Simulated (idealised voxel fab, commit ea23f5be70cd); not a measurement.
Process module in this document: voxel released beams
Cross-sectional view cut (width: 220 nm; square cell size: 5 nm).
Think of the cross-section as a grid of square cells. We describe it in bands, top to bottom, and each band covers one or more rows of those cells. This entry defines a band. It first specifies the height of the band's top and the height of its bottom in nm, and then specifies the band's materials from left to right, stating each material with its width in nm. The word "full width" identifies a single material that fills the band from edge to edge, while the word "empty" identifies empty space. Counting heights begins at 0, where everything beneath is, in the wafer as received, one material. The lowest band has no bottom; it goes on downwards, as "0 down" shows. It should be noted that a width expressed as "30..40" varies in equal increments from row to row of cells within the band, taking the value of the first number at the top row and that of the second number at the bottom row. "everything unchanged" after a step means that no cell of the cross-section changed. Basically, "Unvented cavities" tells you about the enclosed voids: empty spaces with no open way to the top, 8 cells or bigger, each written width x height at distance, where distance is from the left edge, all in nm. What comes after the settings on a step's line is commentary from the simulator itself on that step. On any step carrying a mask, the "overlay nm" setting, if present on the step's line, tells how far right of its planned place the mask lay; negative values point to the left.
Here's what the planned process steps look like
1,RECEIVE, material Si
2,CONFORMAL_DEP, material SiN, thk nm 5
3,DIRECTIONAL_DEP, material SiO2, thk nm 15
4,PATTERN, tone open, mask id ANCHOR, material resist, width nm 35, thk nm 20, overlay nm 0
5,DIRECTIONAL_ETCH, etch materials SiO2, depth nm 15
6,STRIP, etch materials resist
7,CONFORMAL_DEP, material TiN, thk nm 10
8,MASKED_ETCH, tone cover, mask id BEAM, width nm 105, etch materials TiN, depth nm 10, overlay nm 0
9,STRIP, etch materials SiO2
Wafer as received: cross-section following step 1
  0 down | Si full width
  Unvented cavities: none
The cross-section shown corresponds to the wafer at the conclusion of the module. The initial structure and the process plan are those presented above; however, one mistake occurred in executing the plan
  25 to 15 | empty: 55, TiN: 15, empty: 15, TiN: 75, empty: 60
  15 to 10 | empty: 60, TiN: 10, empty: 15, TiN: 10, empty: 125
  10 to 0 | empty: 60, TiN: 35, empty: 125
  0 down | Si full width
  Unvented cavities: none
Finding, execution versus plan: step 2 of the plan did not run at all; it was left out
